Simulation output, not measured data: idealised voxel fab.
Process module heading - voxel released beams
Section shown: cut. Width: 205 nm. Cell size: 5 nm, square.
Heads up, the way a cross-section reads in here is a grid of square cells, handed over as bands from the top down, with every band being one or more rows of cells. Band entry format. Leading values: height of top, height of bottom, nm. Remainder: materials in left-to-right order, each with its width in nm. Special words: "edge to edge" on a single material, which then fills the band edge to edge; "air", empty space. It should be noted that heights are counted from 0, beneath which the wafer as supplied is of one material throughout, and that the lowest band possesses no lower boundary but continues downward, as written in "top 0, no bottom". Graded width ("30->40"): value in top row of band = first number; value in bottom row = second number; row-to-row change constant. What does "identical to before" mean for a step? It means no cell of the cross-section changed in that step. Any empty space of 8 cells or more lacking an open way to the top shows up in "Closed void inventory" as width x height at distance, distance from the left edge, in nm. Formally, on a step line, whatever follows the settings is a remark that the simulator itself makes on the step. "overlay nm" on a masked step: distance the mask lay right of its planned place, negative for left. Quick note on how to read the rest: it's all pairs. You get the cross-section before a process step and the one after, but the after one only goes down as far as the lowest band that changed. The step in between, with its settings, sits under the pair. Heads up, the pairs can come from different runs of this module on the same starting wafer, so don't assume a pair picks up from the one above unless its "Before the process" entry says it does.
### Before the process
> top 0, no bottom = Si edge to edge
> Closed void inventory: none
### Sectional View, Post-Process
> top 10, bottom 0 = Al2O3 edge to edge
> Unchanged below 0.
> Closed void inventory: none
Step between the pre-process and post-process cross-sections given above: CONFORMAL_DEP, material Al2O3, thk nm 10
Before the process: equal to the after panel directly above.
### Sectional View, Post-Process
> top 25, bottom 10 = SiO2 edge to edge
> Unchanged below 10.
> Closed void inventory: none
Step between the pre-process and post-process cross-sections given above: DIRECTIONAL_DEP, material SiO2, thk nm 15
Before the process: equal to the after panel directly above.
### Sectional View, Post-Process
> top 35, bottom 25 = aC edge to edge
> Unchanged below 25.
> Closed void inventory: none
Step between the pre-process and post-process cross-sections given above: DIRECTIONAL_DEP, material aC, thk nm 10
Before the process: equal to the after panel directly above.
### Sectional View, Post-Process
> top 65, bottom 35 = resist 55 nm; air 30 nm; resist 120 nm
> Unchanged below 35.
> Closed void inventory: none
Step between the pre-process and post-process cross-sections given above: PATTERN, tone open, mask id ANCHOR, material resist, width nm 30, thk nm 30, overlay nm 0
Before the process: equal to the after panel directly above.
### Sectional View, Post-Process
> top 55, bottom 35 = resist 55 nm; air 30 nm; resist 120 nm
> top 35, bottom 25 = aC 55 nm; air 30 nm; aC 120 nm
> Unchanged below 25.
> Closed void inventory: none
Step between the pre-process and post-process cross-sections given above: DIRECTIONAL_ETCH, etch materials aC, depth nm 10
Before the process: equal to the after panel directly above.
### Sectional View, Post-Process
> top 35, bottom 25 = aC 55 nm; air 30 nm; aC 120 nm
> Unchanged below 25.
> Closed void inventory: none
Step between the pre-process and post-process cross-sections given above: STRIP, etch materials resist
Before the process: equal to the after panel directly above.
### Sectional View, Post-Process
> top 35, bottom 25 = aC 55 nm; air 30 nm; aC 120 nm
> top 25, bottom 10 = SiO2 55 nm; air 30 nm; SiO2 120 nm
> Unchanged below 10.
> Closed void inventory: none
Step between the pre-process and post-process cross-sections given above: DIRECTIONAL_ETCH, etch materials SiO2, depth nm 15
Before the process: equal to the after panel directly above.
### Sectional View, Post-Process
> top 25, bottom 10 = SiO2 55 nm; air 30 nm; SiO2 120 nm
> Unchanged below 10.
> Closed void inventory: none
Step between the pre-process and post-process cross-sections given above: STRIP, etch materials aC
Before the process: equal to the after panel directly above.
### Sectional View, Post-Process
> top 35, bottom 25 = SiN 65 nm; air 10 nm; SiN 130 nm
> top 25, bottom 20 = SiO2 55 nm; SiN 10 nm; air 10 nm; SiN 10 nm; SiO2 120 nm
> top 20, bottom 10 = SiO2 55 nm; SiN 30 nm; SiO2 120 nm
> Unchanged below 10.
> Closed void inventory: none
Step between the pre-process and post-process cross-sections given above: CONFORMAL_DEP, material SiN, thk nm 10
Before the process: equal to the after panel directly above.
### Sectional View, Post-Process
> top 55, bottom 35 = air 50 nm; resist 100 nm; air 55 nm
> top 35, bottom 25 = SiN 65 nm; resist 10 nm; SiN 130 nm
> top 25, bottom 20 = SiO2 55 nm; SiN 10 nm; resist 10 nm; SiN 10 nm; SiO2 120 nm
> Unchanged below 20.
> Closed void inventory: none
Step between the pre-process and post-process cross-sections given above: PATTERN, tone cover, mask id BEAM, material resist, width nm 100, thk nm 20, overlay nm 0
Before the process: equal to the after panel directly above.
### Sectional View, Post-Process
> top 55, bottom 35 = air 50 nm; resist 100 nm; air 55 nm
> top 35, bottom 25 = air 50 nm; SiN 15 nm; resist 10 nm; SiN 75 nm; air 55 nm
> Unchanged below 25.
> Closed void inventory: none
Step between the pre-process and post-process cross-sections given above: DIRECTIONAL_ETCH, etch materials SiN, depth nm 10
Before the process: equal to the after panel directly above.
### Sectional View, Post-Process
> top 35, bottom 25 = air 50 nm; SiN 15 nm; air 10 nm; SiN 75 nm; air 55 nm
> top 25, bottom 20 = SiO2 55 nm; SiN 10 nm; air 10 nm; SiN 10 nm; SiO2 120 nm
> Unchanged below 20.
> Closed void inventory: none
Step between the pre-process and post-process cross-sections given above: STRIP, etch materials resist
Before the process: equal to the after panel directly above.
### Sectional View, Post-Process
> top 35, bottom 25 = air 50 nm; SiN 15 nm; air 10 nm; SiN 75 nm; air 55 nm
> top 25, bottom 20 = air 55 nm; SiN 10 nm; air 10 nm; SiN 10 nm; air 120 nm
> top 20, bottom 10 = air 55 nm; SiN 30 nm; air 120 nm
> Unchanged below 10.
> Closed void inventory: none
Step between the pre-process and post-process cross-sections given above: STRIP, etch materials SiO2
### Before the process
> top 0, no bottom = Si edge to edge
> Closed void inventory: none
### Sectional View, Post-Process
> top 15, bottom 0 = SiO2 edge to edge
> Unchanged below 0.
> Closed void inventory: none
Step between the pre-process and post-process cross-sections given above: DIRECTIONAL_DEP, material SiO2, thk nm 15
Before the process: equal to the after panel directly above.
### Sectional View, Post-Process
> top 25, bottom 15 = aC edge to edge
> Unchanged below 15.
> Closed void inventory: none
Step between the pre-process and post-process cross-sections given above: DIRECTIONAL_DEP, material aC, thk nm 10
Before the process: equal to the after panel directly above.
### Sectional View, Post-Process
> top 55, bottom 25 = resist 55 nm; air 30 nm; resist 120 nm
> Unchanged below 25.
> Closed void inventory: none
Step between the pre-process and post-process cross-sections given above: PATTERN, tone open, mask id ANCHOR, material resist, width nm 30, thk nm 30, overlay nm 0
Before the process: equal to the after panel directly above.
### Sectional View, Post-Process
> top 45, bottom 25 = resist 55 nm; air 30 nm; resist 120 nm
> top 25, bottom 15 = aC 55 nm; air 30 nm; aC 120 nm
> Unchanged below 15.
> Closed void inventory: none
Step between the pre-process and post-process cross-sections given above: DIRECTIONAL_ETCH, etch materials aC, depth nm 10
Before the process: equal to the after panel directly above.
### Sectional View, Post-Process
> top 25, bottom 15 = aC 55 nm; air 30 nm; aC 120 nm
> Unchanged below 15.
> Closed void inventory: none
Step between the pre-process and post-process cross-sections given above: STRIP, etch materials resist
Before the process: equal to the after panel directly above.
### Sectional View, Post-Process
> top 25, bottom 15 = aC 55 nm; air 30 nm; aC 120 nm
> top 15, bottom 0 = SiO2 55 nm; air 30 nm; SiO2 120 nm
> Unchanged below 0.
> Closed void inventory: none
Step between the pre-process and post-process cross-sections given above: DIRECTIONAL_ETCH, etch materials SiO2, depth nm 15
Before the process: equal to the after panel directly above.
### Sectional View, Post-Process
> top 15, bottom 0 = SiO2 55 nm; air 30 nm; SiO2 120 nm
> Unchanged below 0.
> Closed void inventory: none
Step between the pre-process and post-process cross-sections given above: STRIP, etch materials aC
Before the process: equal to the after panel directly above.
### Sectional View, Post-Process
> top 25, bottom 15 = SiN 65 nm; air 10 nm; SiN 130 nm
> top 15, bottom 10 = SiO2 55 nm; SiN 10 nm; air 10 nm; SiN 10 nm; SiO2 120 nm
> top 10, bottom 0 = SiO2 55 nm; SiN 30 nm; SiO2 120 nm
> Unchanged below 0.
> Closed void inventory: none
Step between the pre-process and post-process cross-sections given above: CONFORMAL_DEP, material SiN, thk nm 10
Before the process: equal to the after panel directly above.
### Sectional View, Post-Process
> top 45, bottom 25 = air 50 nm; resist 100 nm; air 55 nm
> top 25, bottom 15 = SiN 65 nm; resist 10 nm; SiN 130 nm
> top 15, bottom 10 = SiO2 55 nm; SiN 10 nm; resist 10 nm; SiN 10 nm; SiO2 120 nm
> Unchanged below 10.
> Closed void inventory: none
Step between the pre-process and post-process cross-sections given above: PATTERN, tone cover, mask id BEAM, material resist, width nm 100, thk nm 20, overlay nm 0
Before the process: equal to the after panel directly above.
### Sectional View, Post-Process
> top 45, bottom 25 = air 50 nm; resist 100 nm; air 55 nm
> top 25, bottom 15 = air 50 nm; SiN 15 nm; resist 10 nm; SiN 75 nm; air 55 nm
> Unchanged below 15.
> Closed void inventory: none
Step between the pre-process and post-process cross-sections given above: DIRECTIONAL_ETCH, etch materials SiN, depth nm 10
Before the process: equal to the after panel directly above.
### Sectional View, Post-Process
> top 25, bottom 15 = air 50 nm; SiN 15 nm; air 10 nm; SiN 75 nm; air 55 nm
> top 15, bottom 10 = SiO2 55 nm; SiN 10 nm; air 10 nm; SiN 10 nm; SiO2 120 nm
> Unchanged below 10.
> Closed void inventory: none
Step between the pre-process and post-process cross-sections given above: STRIP, etch materials resist
Before the process: equal to the after panel directly above.
### Sectional View, Post-Process
> top 25, bottom 15 = air 50 nm; SiN 15 nm; air 10 nm; SiN 75 nm; air 55 nm
> top 15, bottom 10 = air 55 nm; SiN 10 nm; air 10 nm; SiN 10 nm; air 120 nm
> top 10, bottom 0 = air 55 nm; SiN 30 nm; air 120 nm
> Unchanged below 0.
> Closed void inventory: none
Step between the pre-process and post-process cross-sections given above: STRIP, etch materials SiO2
### Before the process
> top 15, bottom 0 = SiO2 edge to edge
> top 0, no bottom = Si edge to edge
> Closed void inventory: none
### Sectional View, Post-Process
> top 25, bottom 15 = Al2O3 edge to edge
> Unchanged below 15.
> Closed void inventory: none
Step between the pre-process and post-process cross-sections given above: CONFORMAL_DEP, material Al2O3, thk nm 10
Before the process: equal to the after panel directly above.
### Sectional View, Post-Process
> top 35, bottom 25 = aC edge to edge
> Unchanged below 25.
> Closed void inventory: none
Step between the pre-process and post-process cross-sections given above: DIRECTIONAL_DEP, material aC, thk nm 10
Before the process: equal to the after panel directly above.
### Sectional View, Post-Process
> top 65, bottom 35 = resist 55 nm; air 30 nm; resist 120 nm
> Unchanged below 35.
> Closed void inventory: none
Step between the pre-process and post-process cross-sections given above: PATTERN, tone open, mask id ANCHOR, material resist, width nm 30, thk nm 30, overlay nm 0
Before the process: equal to the after panel directly above.
### Sectional View, Post-Process
> top 55, bottom 35 = resist 55 nm; air 30 nm; resist 120 nm
> top 35, bottom 25 = aC 55 nm; air 30 nm; aC 120 nm
> Unchanged below 25.
> Closed void inventory: none
Step between the pre-process and post-process cross-sections given above: DIRECTIONAL_ETCH, etch materials aC, depth nm 10
Before the process: equal to the after panel directly above.
### Sectional View, Post-Process
> top 35, bottom 25 = aC 55 nm; air 30 nm; aC 120 nm
> Unchanged below 25.
> Closed void inventory: none
Step between the pre-process and post-process cross-sections given above: STRIP, etch materials resist
Before the process: equal to the after panel directly above.
### Sectional View, Post-Process
> top 25, bottom 15 = Al2O3 edge to edge
> Unchanged below 15.
> Closed void inventory: none
Step between the pre-process and post-process cross-sections given above: STRIP, etch materials aC
Before the process: equal to the after panel directly above.
### Sectional View, Post-Process
> top 35, bottom 25 = SiN edge to edge
> Unchanged below 25.
> Closed void inventory: none
Step between the pre-process and post-process cross-sections given above: CONFORMAL_DEP, material SiN, thk nm 10
Before the process: equal to the after panel directly above.
### Sectional View, Post-Process
> top 55, bottom 35 = air 50 nm; resist 100 nm; air 55 nm
> Unchanged below 35.
> Closed void inventory: none
Step between the pre-process and post-process cross-sections given above: PATTERN, tone cover, mask id BEAM, material resist, width nm 100, thk nm 20, overlay nm 0
Before the process: equal to the after panel directly above.
### Sectional View, Post-Process
> top 55, bottom 35 = air 50 nm; resist 100 nm; air 55 nm
> top 35, bottom 25 = air 50 nm; SiN 100 nm; air 55 nm
> Unchanged below 25.
> Closed void inventory: none
Step between the pre-process and post-process cross-sections given above: DIRECTIONAL_ETCH, etch materials SiN, depth nm 10
Before the process: equal to the after panel directly above.
### Sectional View, Post-Process
> top 35, bottom 25 = air 50 nm; SiN 100 nm; air 55 nm
> Unchanged below 25.
> Closed void inventory: none
Step between the pre-process and post-process cross-sections given above: STRIP, etch materials resist
### Before the process
> top 0, no bottom = Si edge to edge
> Closed void inventory: none
### Sectional View, Post-Process
> top 15, bottom 0 = Al2O3 edge to edge
> Unchanged below 0.
> Closed void inventory: none
Step between the pre-process and post-process cross-sections given above: CONFORMAL_DEP, material Al2O3, thk nm 15
Before the process: equal to the after panel directly above.
### Sectional View, Post-Process
> top 30, bottom 15 = SiO2 edge to edge
> Unchanged below 15.
> Closed void inventory: none
Step between the pre-process and post-process cross-sections given above: DIRECTIONAL_DEP, material SiO2, thk nm 15
Before the process: equal to the after panel directly above.
### Sectional View, Post-Process
> top 40, bottom 30 = aC edge to edge
> Unchanged below 30.
> Closed void inventory: none
Step between the pre-process and post-process cross-sections given above: DIRECTIONAL_DEP, material aC, thk nm 10
Before the process: equal to the after panel directly above.
### Sectional View, Post-Process
> top 70, bottom 40 = resist 55 nm; air 30 nm; resist 120 nm
> Unchanged below 40.
> Closed void inventory: none
Step between the pre-process and post-process cross-sections given above: PATTERN, tone open, mask id ANCHOR, material resist, width nm 30, thk nm 30, overlay nm 0
Before the process: equal to the after panel directly above.
### Sectional View, Post-Process
> top 60, bottom 40 = resist 55 nm; air 30 nm; resist 120 nm
> top 40, bottom 30 = aC 55 nm; air 30 nm; aC 120 nm
> Unchanged below 30.
> Closed void inventory: none
Step between the pre-process and post-process cross-sections given above: DIRECTIONAL_ETCH, etch materials aC, depth nm 10
Before the process: equal to the after panel directly above.
### Sectional View, Post-Process
> top 40, bottom 30 = aC 55 nm; air 30 nm; aC 120 nm
> Unchanged below 30.
> Closed void inventory: none
Step between the pre-process and post-process cross-sections given above: STRIP, etch materials resist
Before the process: equal to the after panel directly above.
### Sectional View, Post-Process
> top 40, bottom 30 = aC 55 nm; air 30 nm; aC 120 nm
> top 30, bottom 15 = SiO2 55 nm; air 30 nm; SiO2 120 nm
> Unchanged below 15.
> Closed void inventory: none
Step between the pre-process and post-process cross-sections given above: DIRECTIONAL_ETCH, etch materials SiO2, depth nm 15
Before the process: equal to the after panel directly above.
### Sectional View, Post-Process
> top 30, bottom 15 = SiO2 55 nm; air 30 nm; SiO2 120 nm
> Unchanged below 15.
> Closed void inventory: none
Step between the pre-process and post-process cross-sections given above: STRIP, etch materials aC
Before the process: equal to the after panel directly above.
### Sectional View, Post-Process
> top 40, bottom 30 = SiN 65 nm; air 10 nm; SiN 130 nm
> top 30, bottom 25 = SiO2 55 nm; SiN 10 nm; air 10 nm; SiN 10 nm; SiO2 120 nm
> top 25, bottom 15 = SiO2 55 nm; SiN 30 nm; SiO2 120 nm
> Unchanged below 15.
> Closed void inventory: none
Step between the pre-process and post-process cross-sections given above: CONFORMAL_DEP, material SiN, thk nm 10
Before the process: equal to the after panel directly above.
### Sectional View, Post-Process
> top 60, bottom 40 = air 50 nm; resist 100 nm; air 55 nm
> top 40, bottom 30 = SiN 65 nm; resist 10 nm; SiN 130 nm
> top 30, bottom 25 = SiO2 55 nm; SiN 10 nm; resist 10 nm; SiN 10 nm; SiO2 120 nm
> Unchanged below 25.
> Closed void inventory: none
Step between the pre-process and post-process cross-sections given above: PATTERN, tone cover, mask id BEAM, material resist, width nm 100, thk nm 20, overlay nm 0
Before the process: equal to the after panel directly above.
### Sectional View, Post-Process
> top 60, bottom 40 = air 50 nm; resist 100 nm; air 55 nm
> top 40, bottom 30 = air 50 nm; SiN 15 nm; resist 10 nm; SiN 75 nm; air 55 nm
> Unchanged below 30.
> Closed void inventory: none
Step between the pre-process and post-process cross-sections given above: DIRECTIONAL_ETCH, etch materials SiN, depth nm 10
Before the process: equal to the after panel directly above.
### Sectional View, Post-Process
> top 40, bottom 30 = air 50 nm; SiN 15 nm; air 10 nm; SiN 75 nm; air 55 nm
> top 30, bottom 25 = SiO2 55 nm; SiN 10 nm; air 10 nm; SiN 10 nm; SiO2 120 nm
> Unchanged below 25.
> Closed void inventory: none
Step between the pre-process and post-process cross-sections given above: STRIP, etch materials resist
Before the process: equal to the after panel directly above.
### Sectional View, Post-Process
> top 40, bottom 30 = air 50 nm; SiN 15 nm; air 10 nm; SiN 75 nm; air 55 nm
> top 30, bottom 25 = air 55 nm; SiN 10 nm; air 10 nm; SiN 10 nm; air 120 nm
> top 25, bottom 15 = air 55 nm; SiN 30 nm; air 120 nm
> Unchanged below 15.
> Closed void inventory: none
Step between the pre-process and post-process cross-sections given above: STRIP, etch materials SiO2
### Before the process
> top 35, bottom 25 = SiN 65 nm; air 10 nm; SiN 130 nm
> top 25, bottom 20 = SiO2 55 nm; SiN 10 nm; air 10 nm; SiN 10 nm; SiO2 120 nm
> top 20, bottom 10 = SiO2 55 nm; SiN 30 nm; SiO2 120 nm
> top 10, bottom 0 = Al2O3 edge to edge
> top 0, no bottom = Si edge to edge
> Closed void inventory: none
### Sectional View, Post-Process
> top 55, bottom 35 = air 55 nm; resist 90 nm; air 60 nm
> top 35, bottom 25 = SiN 65 nm; resist 10 nm; SiN 130 nm
> top 25, bottom 20 = SiO2 55 nm; SiN 10 nm; resist 10 nm; SiN 10 nm; SiO2 120 nm
> Unchanged below 20.
> Closed void inventory: none
Step between the pre-process and post-process cross-sections given above: PATTERN, tone cover, mask id BEAM, material resist, width nm 90, thk nm 20, overlay nm 0
Before the process: equal to the after panel directly above.
### Sectional View, Post-Process
> top 55, bottom 35 = air 55 nm; resist 90 nm; air 60 nm
> top 35, bottom 25 = air 55 nm; SiN 10 nm; resist 10 nm; SiN 70 nm; air 60 nm
> Unchanged below 25.
> Closed void inventory: none
Step between the pre-process and post-process cross-sections given above: DIRECTIONAL_ETCH, etch materials SiN, depth nm 10
Before the process: equal to the after panel directly above.
### Sectional View, Post-Process
> top 35, bottom 25 = air 55 nm; SiN 10 nm; air 10 nm; SiN 70 nm; air 60 nm
> top 25, bottom 20 = SiO2 55 nm; SiN 10 nm; air 10 nm; SiN 10 nm; SiO2 120 nm
> Unchanged below 20.
> Closed void inventory: none
Step between the pre-process and post-process cross-sections given above: STRIP, etch materials resist
Before the process: equal to the after panel directly above.
### Sectional View, Post-Process
> top 35, bottom 25 = air 55 nm; SiN 10 nm; air 10 nm; SiN 70 nm; air 60 nm
> top 25, bottom 20 = air 55 nm; SiN 10 nm; air 10 nm; SiN 10 nm; air 120 nm
> top 20, bottom 10 = air 55 nm; SiN 30 nm; air 120 nm
> Unchanged below 10.
> Closed void inventory: none
Step between the pre-process and post-process cross-sections given above: STRIP, etch materials SiO2
### Before the process
> top 35, bottom 25 = aC edge to edge
> top 25, bottom 10 = SiO2 edge to edge
> top 10, bottom 0 = Al2O3 edge to edge
> top 0, no bottom = Si edge to edge
> Closed void inventory: none
### Sectional View, Post-Process
> top 65, bottom 35 = resist 50 nm; air 30 nm; resist 125 nm
> Unchanged below 35.
> Closed void inventory: none
Step between the pre-process and post-process cross-sections given above: PATTERN, tone open, mask id ANCHOR, material resist, width nm 30, thk nm 30, overlay nm -5
Before the process: equal to the after panel directly above.
### Sectional View, Post-Process
> top 55, bottom 35 = resist 50 nm; air 30 nm; resist 125 nm
> top 35, bottom 25 = aC 50 nm; air 30 nm; aC 125 nm
> Unchanged below 25.
> Closed void inventory: none
Step between the pre-process and post-process cross-sections given above: DIRECTIONAL_ETCH, etch materials aC, depth nm 10
Before the process: equal to the after panel directly above.
### Sectional View, Post-Process
> top 35, bottom 25 = aC 50 nm; air 30 nm; aC 125 nm
> Unchanged below 25.
> Closed void inventory: none
Step between the pre-process and post-process cross-sections given above: STRIP, etch materials resist
Before the process: equal to the after panel directly above.
### Sectional View, Post-Process
> top 35, bottom 25 = aC 50 nm; air 30 nm; aC 125 nm
> top 25, bottom 10 = SiO2 50 nm; air 30 nm; SiO2 125 nm
> Unchanged below 10.
> Closed void inventory: none
Step between the pre-process and post-process cross-sections given above: DIRECTIONAL_ETCH, etch materials SiO2, depth nm 15
Before the process: equal to the after panel directly above.
### Sectional View, Post-Process
> top 25, bottom 10 = SiO2 50 nm; air 30 nm; SiO2 125 nm
> Unchanged below 10.
> Closed void inventory: none
Step between the pre-process and post-process cross-sections given above: STRIP, etch materials aC
Before the process: equal to the after panel directly above.
### Sectional View, Post-Process
> top 35, bottom 25 = SiN 60 nm; air 10 nm; SiN 135 nm
> top 25, bottom 20 = SiO2 50 nm; SiN 10 nm; air 10 nm; SiN 10 nm; SiO2 125 nm
> top 20, bottom 10 = SiO2 50 nm; SiN 30 nm; SiO2 125 nm
> Unchanged below 10.
> Closed void inventory: none
Step between the pre-process and post-process cross-sections given above: CONFORMAL_DEP, material SiN, thk nm 10
Before the process: equal to the after panel directly above.
### Sectional View, Post-Process
> top 55, bottom 35 = air 50 nm; resist 100 nm; air 55 nm
> top 35, bottom 25 = SiN 60 nm; resist 10 nm; SiN 135 nm
> top 25, bottom 20 = SiO2 50 nm; SiN 10 nm; resist 10 nm; SiN 10 nm; SiO2 125 nm
> Unchanged below 20.
> Closed void inventory: none
Step between the pre-process and post-process cross-sections given above: PATTERN, tone cover, mask id BEAM, material resist, width nm 100, thk nm 20, overlay nm 0
Before the process: equal to the after panel directly above.
### Sectional View, Post-Process
> top 55, bottom 35 = air 50 nm; resist 100 nm; air 55 nm
> top 35, bottom 25 = air 50 nm; SiN 10 nm; resist 10 nm; SiN 80 nm; air 55 nm
> Unchanged below 25.
> Closed void inventory: none
Step between the pre-process and post-process cross-sections given above: DIRECTIONAL_ETCH, etch materials SiN, depth nm 10
Before the process: equal to the after panel directly above.
### Sectional View, Post-Process
> top 35, bottom 25 = air 50 nm; SiN 10 nm; air 10 nm; SiN 80 nm; air 55 nm
> top 25, bottom 20 = SiO2 50 nm; SiN 10 nm; air 10 nm; SiN 10 nm; SiO2 125 nm
> Unchanged below 20.
> Closed void inventory: none
Step between the pre-process and post-process cross-sections given above: STRIP, etch materials resist
Before the process: equal to the after panel directly above.
### Sectional View, Post-Process
> top 35, bottom 25 = air 50 nm; SiN 10 nm; air 10 nm; SiN 80 nm; air 55 nm
> top 25, bottom 20 = air 50 nm; SiN 10 nm; air 10 nm; SiN 10 nm; air 125 nm
> top 20, bottom 10 = air 50 nm; SiN 30 nm; air 125 nm
> Unchanged below 10.
> Closed void inventory: none
Step between the pre-process and post-process cross-sections given above: STRIP, etch materials SiO2
### Before the process
> top 0, no bottom = Si edge to edge
> Closed void inventory: none
### Sectional View, Post-Process
> top 10, bottom 0 = SiO2 edge to edge
> Unchanged below 0.
> Closed void inventory: none
Step between the pre-process and post-process cross-sections given above: CONFORMAL_DEP, material SiO2, thk nm 10
Before the process: equal to the after panel directly above.
### Sectional View, Post-Process
> top 25, bottom 0 = SiO2 edge to edge
> Unchanged below 0.
> Closed void inventory: none
Step between the pre-process and post-process cross-sections given above: DIRECTIONAL_DEP, material SiO2, thk nm 15
Before the process: equal to the after panel directly above.
### Sectional View, Post-Process
> top 35, bottom 25 = aC edge to edge
> Unchanged below 25.
> Closed void inventory: none
Step between the pre-process and post-process cross-sections given above: DIRECTIONAL_DEP, material aC, thk nm 10
Before the process: equal to the after panel directly above.
### Sectional View, Post-Process
> top 65, bottom 35 = resist 55 nm; air 30 nm; resist 120 nm
> Unchanged below 35.
> Closed void inventory: none
Step between the pre-process and post-process cross-sections given above: PATTERN, tone open, mask id ANCHOR, material resist, width nm 30, thk nm 30, overlay nm 0
Before the process: equal to the after panel directly above.
### Sectional View, Post-Process
> top 55, bottom 35 = resist 55 nm; air 30 nm; resist 120 nm
> top 35, bottom 25 = aC 55 nm; air 30 nm; aC 120 nm
> Unchanged below 25.
> Closed void inventory: none
Step between the pre-process and post-process cross-sections given above: DIRECTIONAL_ETCH, etch materials aC, depth nm 10
Before the process: equal to the after panel directly above.
### Sectional View, Post-Process
> top 35, bottom 25 = aC 55 nm; air 30 nm; aC 120 nm
> Unchanged below 25.
> Closed void inventory: none
Step between the pre-process and post-process cross-sections given above: STRIP, etch materials resist
Before the process: equal to the after panel directly above.
### Sectional View, Post-Process
> top 35, bottom 25 = aC 55 nm; air 30 nm; aC 120 nm
> top 25, bottom 10 = SiO2 55 nm; air 30 nm; SiO2 120 nm
> Unchanged below 10.
> Closed void inventory: none
Step between the pre-process and post-process cross-sections given above: DIRECTIONAL_ETCH, etch materials SiO2, depth nm 15
Before the process: equal to the after panel directly above.
### Sectional View, Post-Process
> top 25, bottom 10 = SiO2 55 nm; air 30 nm; SiO2 120 nm
> Unchanged below 10.
> Closed void inventory: none
Step between the pre-process and post-process cross-sections given above: STRIP, etch materials aC
Before the process: equal to the after panel directly above.
### Sectional View, Post-Process
> top 35, bottom 25 = SiN 65 nm; air 10 nm; SiN 130 nm
> top 25, bottom 20 = SiO2 55 nm; SiN 10 nm; air 10 nm; SiN 10 nm; SiO2 120 nm
> top 20, bottom 10 = SiO2 55 nm; SiN 30 nm; SiO2 120 nm
> Unchanged below 10.
> Closed void inventory: none
Step between the pre-process and post-process cross-sections given above: CONFORMAL_DEP, material SiN, thk nm 10
Before the process: equal to the after panel directly above.
### Sectional View, Post-Process
> top 55, bottom 35 = air 50 nm; resist 100 nm; air 55 nm
> top 35, bottom 25 = SiN 65 nm; resist 10 nm; SiN 130 nm
> top 25, bottom 20 = SiO2 55 nm; SiN 10 nm; resist 10 nm; SiN 10 nm; SiO2 120 nm
> Unchanged below 20.
> Closed void inventory: none
Step between the pre-process and post-process cross-sections given above: PATTERN, tone cover, mask id BEAM, material resist, width nm 100, thk nm 20, overlay nm 0
Before the process: equal to the after panel directly above.
### Sectional View, Post-Process
> top 55, bottom 35 = air 50 nm; resist 100 nm; air 55 nm
> top 35, bottom 25 = air 50 nm; SiN 15 nm; resist 10 nm; SiN 75 nm; air 55 nm
> Unchanged below 25.
> Closed void inventory: none
Step between the pre-process and post-process cross-sections given above: DIRECTIONAL_ETCH, etch materials SiN, depth nm 10
Before the process: equal to the after panel directly above.
### Sectional View, Post-Process
> top 35, bottom 25 = air 50 nm; SiN 15 nm; air 10 nm; SiN 75 nm; air 55 nm
> top 25, bottom 20 = SiO2 55 nm; SiN 10 nm; air 10 nm; SiN 10 nm; SiO2 120 nm
> Unchanged below 20.
> Closed void inventory: none
Step between the pre-process and post-process cross-sections given above: STRIP, etch materials resist
Before the process: equal to the after panel directly above.
### Sectional View, Post-Process
> top 0, no bottom = Si edge to edge
> Closed void inventory: none
Step between the pre-process and post-process cross-sections given above: STRIP, etch materials SiO2
### Before the process
> top 35, bottom 25 = aC edge to edge
> top 25, bottom 10 = SiO2 edge to edge
> top 10, bottom 0 = Al2O3 edge to edge
> top 0, no bottom = Si edge to edge
> Closed void inventory: none
### Sectional View, Post-Process
> top 65, bottom 35 = air 55 nm; resist 30 nm; air 120 nm
> Unchanged below 35.
> Closed void inventory: none
Step between the pre-process and post-process cross-sections given above: PATTERN, tone cover, mask id ANCHOR, material resist, width nm 30, thk nm 30, overlay nm 0
Before the process: equal to the after panel directly above.
### Sectional View, Post-Process
> top 55, bottom 35 = air 55 nm; resist 30 nm; air 120 nm
> top 35, bottom 25 = air 55 nm; aC 30 nm; air 120 nm
> Unchanged below 25.
> Closed void inventory: none
Step between the pre-process and post-process cross-sections given above: DIRECTIONAL_ETCH, etch materials aC, depth nm 10
Before the process: equal to the after panel directly above.
### Sectional View, Post-Process
> top 35, bottom 25 = air 55 nm; aC 30 nm; air 120 nm
> Unchanged below 25.
> Closed void inventory: none
Step between the pre-process and post-process cross-sections given above: STRIP, etch materials resist
Before the process: equal to the after panel directly above.
### Sectional View, Post-Process
> top 35, bottom 25 = air 55 nm; aC 30 nm; air 120 nm
> top 25, bottom 10 = air 55 nm; SiO2 30 nm; air 120 nm
> Unchanged below 10.
> Closed void inventory: none
Step between the pre-process and post-process cross-sections given above: DIRECTIONAL_ETCH, etch materials SiO2, depth nm 15
Before the process: equal to the after panel directly above.
### Sectional View, Post-Process
> top 25, bottom 10 = air 55 nm; SiO2 30 nm; air 120 nm
> Unchanged below 10.
> Closed void inventory: none
Step between the pre-process and post-process cross-sections given above: STRIP, etch materials aC
Before the process: equal to the after panel directly above.
### Sectional View, Post-Process
> top 35, bottom 25 = air 45 nm; SiN 50 nm; air 110 nm
> top 25, bottom 20 = air 45 nm; SiN 10 nm; SiO2 30 nm; SiN 10 nm; air 110 nm
> top 20, bottom 10 = SiN 55 nm; SiO2 30 nm; SiN 120 nm
> Unchanged below 10.
> Closed void inventory: none
Step between the pre-process and post-process cross-sections given above: CONFORMAL_DEP, material SiN, thk nm 10
Before the process: equal to the after panel directly above.
### Sectional View, Post-Process
> top 55, bottom 35 = air 50 nm; resist 100 nm; air 55 nm
> top 35, bottom 25 = air 45 nm; SiN 50 nm; resist 55 nm; air 55 nm
> top 25, bottom 20 = air 45 nm; SiN 10 nm; SiO2 30 nm; SiN 10 nm; resist 55 nm; air 55 nm
> Unchanged below 20.
> Closed void inventory: none
Step between the pre-process and post-process cross-sections given above: PATTERN, tone cover, mask id BEAM, material resist, width nm 100, thk nm 20, overlay nm 0
Before the process: equal to the after panel directly above.
### Sectional View, Post-Process
> top 55, bottom 35 = air 50 nm; resist 100 nm; air 55 nm
> top 35, bottom 25 = air 50 nm; SiN 45 nm; resist 55 nm; air 55 nm
> top 25, bottom 20 = air 45 nm; SiN 10 nm; SiO2 30 nm; SiN 10 nm; resist 55 nm; air 55 nm
> top 20, bottom 10 = air 45 nm; SiN 10 nm; SiO2 30 nm; SiN 65 nm; air 55 nm
> Unchanged below 10.
> Closed void inventory: none
Step between the pre-process and post-process cross-sections given above: DIRECTIONAL_ETCH, etch materials SiN, depth nm 10
Before the process: equal to the after panel directly above.
### Sectional View, Post-Process
> top 35, bottom 25 = air 50 nm; SiN 45 nm; air 110 nm
> top 25, bottom 20 = air 45 nm; SiN 10 nm; SiO2 30 nm; SiN 10 nm; air 110 nm
> Unchanged below 20.
> Closed void inventory: none
Step between the pre-process and post-process cross-sections given above: STRIP, etch materials resist
